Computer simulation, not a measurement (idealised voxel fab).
process module | voxel wiring stack
cross-section cut | 210 nm wide | cells 5 nm
A cross-section is a grid of square cells, given in bands from the top down. A band is one or more rows of cells.
Each band's line starts with the height of the band's top and of its bottom, in nm. Then come its materials from left to right, each with its width in nm. One material with "throughout" fills the band from edge to edge. "air" is empty space.
Height 0 is the level under which the wafer as received is all one material. The lowest band goes on downwards, as in "0 down".
A width such as "30 to 40" changes by the same amount from each row of cells to the next, from the band's top row to its bottom row.
"no change" after a step means that no cell of the cross-section changed.
closed voids: empty space of 8 cells or more with no open way to the top, each as width x height at its distance from the left edge, in nm
after a step's settings: what the simulator itself notes on the step
overlay nm, on a step with a mask: how far to the right of its planned place the mask lay; to the left if negative
plan
1 op RECEIVE | material Si
2 op CONFORMAL_DEP | material SiO2 | thk nm 10
3 op CONFORMAL_DEP | material SiCN | thk nm 5
4 op DIRECTIONAL_DEP | material SiO2 | thk nm 25
5 op MASKED_ETCH | tone open | mask id METAL_1 | width nm 30 | pitch nm 45 | etch materials SiO2 | depth nm 25 | overlay nm 0
6 op MASKED_ETCH | tone open | mask id METAL_1 | width nm 30 | pitch nm 45 | etch materials SiCN | depth nm 5 | overlay nm 0
7 op CONFORMAL_DEP | material TiN | thk nm 5
8 op FILL_DEP | material W | thk nm 10
9 op CMP | height nm 40
10 op EPI | material Ru | thk nm 5
11 op FILL_DEP | material SiCN | thk nm 5
12 op DIRECTIONAL_DEP | material SiO2 | thk nm 35
13 op DIRECTIONAL_DEP | material aC | thk nm 15
14 op PATTERN | tone open | mask id METAL_2_HOLES | material resist | width nm 15 | pitch nm 45 | thk nm 30 | overlay nm 0
15 op DIRECTIONAL_ETCH | etch materials aC | depth nm 15
16 op STRIP | etch materials resist
17 op DIRECTIONAL_ETCH | etch materials SiO2 | depth nm 35
18 op STRIP | etch materials aC
19 op PATTERN | tone open | mask id METAL_2 | material resist | width nm 30 | pitch nm 45 | thk nm 20 | overlay nm 0
20 op DIRECTIONAL_ETCH | etch materials SiO2 | depth nm 20
21 op DIRECTIONAL_ETCH | etch materials SiCN | depth nm 5
22 op STRIP | etch materials resist
23 op CONFORMAL_DEP | material TiN | thk nm 5
24 op FILL_DEP | material Cu | thk nm 10
25 op CMP | height nm 85
26 op CONFORMAL_DEP | material SiCN | thk nm 5
first wafer, as planned
as received, after step 1
  0 down: Si throughout
  closed voids: none
after step 2
  10 to 0: SiO2 throughout
  below 0: unchanged
after step 3
  15 to 10: SiCN throughout
  below 10: unchanged
after step 4
  40 to 15: SiO2 throughout
  below 15: unchanged
after step 5
  40 to 15: SiO2 65 | air 30 | SiO2 15 | air 30 | SiO2 70
  below 15: unchanged
after step 6
  40 to 15: SiO2 65 | air 30 | SiO2 15 | air 30 | SiO2 70
  15 to 10: SiCN 65 | air 30 | SiCN 15 | air 30 | SiCN 70
  below 10: unchanged
after step 7
  45 to 40: TiN 70 | air 20 | TiN 25 | air 20 | TiN 75
  40 to 15: SiO2 65 | TiN 5 | air 20 | TiN 5 | SiO2 15 | TiN 5 | air 20 | TiN 5 | SiO2 70
  15 to 10: SiCN 65 | TiN 30 | SiCN 15 | TiN 30 | SiCN 70
  below 10: unchanged
after step 8
  55 to 45: W throughout
  45 to 40: TiN 70 | W 20 | TiN 25 | W 20 | TiN 75
  40 to 15: SiO2 65 | TiN 5 | W 20 | TiN 5 | SiO2 15 | TiN 5 | W 20 | TiN 5 | SiO2 70
  below 15: unchanged
after step 9
  40 to 15: SiO2 65 | TiN 5 | W 20 | TiN 5 | SiO2 15 | TiN 5 | W 20 | TiN 5 | SiO2 70
  below 15: unchanged
after step 10
  45 to 40: air 60 | Ru 40 | air 5 | Ru 40 | air 65
  below 40: unchanged
after step 11
  50 to 45: SiCN throughout
  45 to 40: SiCN 60 | Ru 40 | SiCN 5 | Ru 40 | SiCN 65
  below 40: unchanged
after step 12
  85 to 50: SiO2 throughout
  below 50: unchanged
after step 13
  100 to 85: aC throughout
  below 85: unchanged
after step 14
  130 to 100: resist 65 | air 15 | resist 30 | air 15 | resist 85
  below 100: unchanged
after step 15
  115 to 100: resist 65 | air 15 | resist 30 | air 15 | resist 85
  100 to 85: aC 65 | air 15 | aC 30 | air 15 | aC 85
  below 85: unchanged
after step 16
  100 to 85: aC 65 | air 15 | aC 30 | air 15 | aC 85
  below 85: unchanged
after step 17
  100 to 85: aC 65 | air 15 | aC 30 | air 15 | aC 85
  85 to 50: SiO2 65 | air 15 | SiO2 30 | air 15 | SiO2 85
  below 50: unchanged
after step 18
  85 to 50: SiO2 65 | air 15 | SiO2 30 | air 15 | SiO2 85
  below 50: unchanged
after step 19
  105 to 85: resist 65 | air 30 | resist 15 | air 30 | resist 70
  below 85: unchanged
after step 20
  105 to 85: resist 65 | air 30 | resist 15 | air 30 | resist 70
  85 to 65: SiO2 65 | air 30 | SiO2 15 | air 30 | SiO2 70
  below 65: unchanged
after step 21
  105 to 85: resist 65 | air 30 | resist 15 | air 30 | resist 70
  85 to 65: SiO2 65 | air 30 | SiO2 15 | air 30 | SiO2 70
  65 to 50: SiO2 65 | air 15 | SiO2 30 | air 15 | SiO2 85
  50 to 45: SiCN 65 | air 15 | SiCN 30 | air 15 | SiCN 85
  below 45: unchanged
after step 22
  85 to 65: SiO2 65 | air 30 | SiO2 15 | air 30 | SiO2 70
  below 65: unchanged
after step 23
  90 to 85: TiN 70 | air 20 | TiN 25 | air 20 | TiN 75
  85 to 70: SiO2 65 | TiN 5 | air 20 | TiN 5 | SiO2 15 | TiN 5 | air 20 | TiN 5 | SiO2 70
  70 to 65: SiO2 65 | TiN 5 | air 5 | TiN 20 | SiO2 15 | TiN 5 | air 5 | TiN 20 | SiO2 70
  65 to 50: SiO2 65 | TiN 5 | air 5 | TiN 5 | SiO2 30 | TiN 5 | air 5 | TiN 5 | SiO2 85
  50 to 45: SiCN 65 | TiN 15 | SiCN 30 | TiN 15 | SiCN 85
  below 45: unchanged
after step 24
  100 to 90: Cu throughout
  90 to 85: TiN 70 | Cu 20 | TiN 25 | Cu 20 | TiN 75
  85 to 70: SiO2 65 | TiN 5 | Cu 20 | TiN 5 | SiO2 15 | TiN 5 | Cu 20 | TiN 5 | SiO2 70
  70 to 65: SiO2 65 | TiN 5 | Cu 5 | TiN 20 | SiO2 15 | TiN 5 | Cu 5 | TiN 20 | SiO2 70
  65 to 50: SiO2 65 | TiN 5 | Cu 5 | TiN 5 | SiO2 30 | TiN 5 | Cu 5 | TiN 5 | SiO2 85
  below 50: unchanged
after step 25
  85 to 70: SiO2 65 | TiN 5 | Cu 20 | TiN 5 | SiO2 15 | TiN 5 | Cu 20 | TiN 5 | SiO2 70
  below 70: unchanged
after step 26
  90 to 85: SiCN throughout
  below 85: unchanged
second wafer: like start, like plan, one mistake. Through step 18 it matches the first wafer
when step 19 should have ended
  105 to 85: resist 70 | air 25 | resist 20 | air 25 | resist 70
  85 to 50: SiO2 65 | resist 5 | air 10 | SiO2 30 | resist 5 | air 10 | SiO2 85
  below 50: unchanged
when step 20 should have ended
  105 to 85: resist 70 | air 25 | resist 20 | air 25 | resist 70
  85 to 65: SiO2 65 | resist 5 | air 25 | SiO2 15 | resist 5 | air 25 | SiO2 70
  below 65: unchanged
when step 21 should have ended
  105 to 85: resist 70 | air 25 | resist 20 | air 25 | resist 70
  85 to 65: SiO2 65 | resist 5 | air 25 | SiO2 15 | resist 5 | air 25 | SiO2 70
  65 to 50: SiO2 65 | resist 5 | air 10 | SiO2 30 | resist 5 | air 10 | SiO2 85
  50 to 45: SiCN 70 | air 10 | SiCN 35 | air 10 | SiCN 85
  below 45: unchanged
when step 22 should have ended
  85 to 65: SiO2 65 | air 30 | SiO2 15 | air 30 | SiO2 70
  65 to 50: SiO2 65 | air 15 | SiO2 30 | air 15 | SiO2 85
  below 50: unchanged
when step 23 should have ended
  90 to 85: TiN 70 | air 20 | TiN 25 | air 20 | TiN 75
  85 to 70: SiO2 65 | TiN 5 | air 20 | TiN 5 | SiO2 15 | TiN 5 | air 20 | TiN 5 | SiO2 70
  70 to 65: SiO2 65 | TiN 5 | air 5 | TiN 20 | SiO2 15 | TiN 5 | air 5 | TiN 20 | SiO2 70
  65 to 55: SiO2 65 | TiN 5 | air 5 | TiN 5 | SiO2 30 | TiN 5 | air 5 | TiN 5 | SiO2 85
  55 to 50: SiO2 65 | TiN 15 | SiO2 30 | TiN 15 | SiO2 85
  50 to 45: SiCN 70 | TiN 10 | SiCN 35 | TiN 10 | SiCN 85
  below 45: unchanged
when step 24 should have ended
  100 to 90: Cu throughout
  90 to 85: TiN 70 | Cu 20 | TiN 25 | Cu 20 | TiN 75
  85 to 70: SiO2 65 | TiN 5 | Cu 20 | TiN 5 | SiO2 15 | TiN 5 | Cu 20 | TiN 5 | SiO2 70
  70 to 65: SiO2 65 | TiN 5 | Cu 5 | TiN 20 | SiO2 15 | TiN 5 | Cu 5 | TiN 20 | SiO2 70
  65 to 55: SiO2 65 | TiN 5 | Cu 5 | TiN 5 | SiO2 30 | TiN 5 | Cu 5 | TiN 5 | SiO2 85
  below 55: unchanged
when step 25 should have ended
  85 to 70: SiO2 65 | TiN 5 | Cu 20 | TiN 5 | SiO2 15 | TiN 5 | Cu 20 | TiN 5 | SiO2 70
  below 70: unchanged
when step 26 should have ended
  90 to 85: SiCN throughout
  below 85: unchanged
what went wrong: step 19 ran as: op PATTERN | tone open | mask id METAL_2 | material resist | width nm 25 | pitch nm 45 | thk nm 20 | overlay nm 0
at the end the second wafer has, in cells: 2 fewer of Cu | 2 more of SiCN
